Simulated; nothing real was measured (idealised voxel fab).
Module name: voxel double patterning (process module)
We display cut, a cross-section 260 nm in width whose square cells are each 5 nm.
Reading order for cross-sections: top band down to bottom band. Underlying form: a grid of square cells. Band size: one or more rows of cells. In this notation a band is specified by the heights of its top and bottom, in that order and in nm, after which its materials appear from left to right, each paired with its width in nm. The word "all across" attached to a single material means that material fills the band from edge to edge; the word "blank" stands for empty space. A quick word on heights: they are counted from 0, and under that level the wafer as it came to us is one material throughout. The lowest band is different from the rest in having no bottom; it simply continues downward, written as in "from 0 down". Width spec "30->40" -> top row of cells at first value, bottom row at second value, equal per-row change in between. You'll sometimes find "no alterations made" written for a step, and that's the way of saying that nowhere in the cross-section did a cell change during that step. Closed-off voids of 8+ cells (no open route to the top) go in "Enclosed internal voids", written width x height at distance from the left edge, in nm. Step line, after settings: the simulator's comment on this step. The line of a step may include "overlay nm". On a step with a mask, this value is how far to the right of its planned place the mask lay. A negative value means the mask lay to the left.
THE PLANNED PROCESS STEPS ARE ENUMERATED HEREUNDER
1. RECEIVE [material Si]
2. CONFORMAL_DEP [material SiN] [thk nm 5]
3. DIRECTIONAL_DEP [material SiO2] [thk nm 15]
4. DIRECTIONAL_DEP [material SiCN] [thk nm 10]
5. MASKED_ETCH [tone open] [mask id FIRST] [width nm 15] [pitch nm 50] [etch materials SiCN] [depth nm 10] [overlay nm -15]
6. DIRECTIONAL_DEP [material aC] [thk nm 15]
7. PATTERN [tone open] [mask id SECOND] [material resist] [width nm 15] [pitch nm 50] [thk nm 35] [overlay nm 0]
8. DIRECTIONAL_ETCH [etch materials aC] [depth nm 15]
9. STRIP [etch materials resist]
10. DIRECTIONAL_ETCH [etch materials SiCN] [depth nm 10]
11. STRIP [etch materials aC]
12. DIRECTIONAL_ETCH [etch materials SiO2] [depth nm 15]
13. STRIP [etch materials SiCN]
Don't read the plan's overlay nm for step 5 as applying to every wafer: that's the first wafer's value, and the wafers differ in it, though they all start identical.
CUT THROUGH THE FIRST OF SEVERAL WAFERS AS RECEIVED, POST STEP 1
	from 0 down  Si all across
	Enclosed internal voids: none
HERE IS HOW TO READ THE ROWS: EVERY WAFER HAS A ROW, AND IT SHOWS THE WAFER AT THE END OF THE MODULE, GIVING FOR EACH MATERIAL HOW MANY CELLS WERE GAINED (+) OR LOST (-) SINCE THE WAFER WAS RECEIVED, THEN LISTING ITS CLOSED VOIDS
overlay nm -15, +52 SiN, +117 SiO2, Enclosed internal voids: none
overlay nm -10, +52 SiN, +111 SiO2, Enclosed internal voids: none
overlay nm -5, +52 SiN, +111 SiO2, Enclosed internal voids: none
overlay nm 0, +52 SiN, +111 SiO2, Enclosed internal voids: none
overlay nm 5, +52 SiN, +111 SiO2, Enclosed internal voids: none
overlay nm 10, +52 SiN, +111 SiO2, Enclosed internal voids: none
overlay nm 15, +52 SiN, +117 SiO2, Enclosed internal voids: none
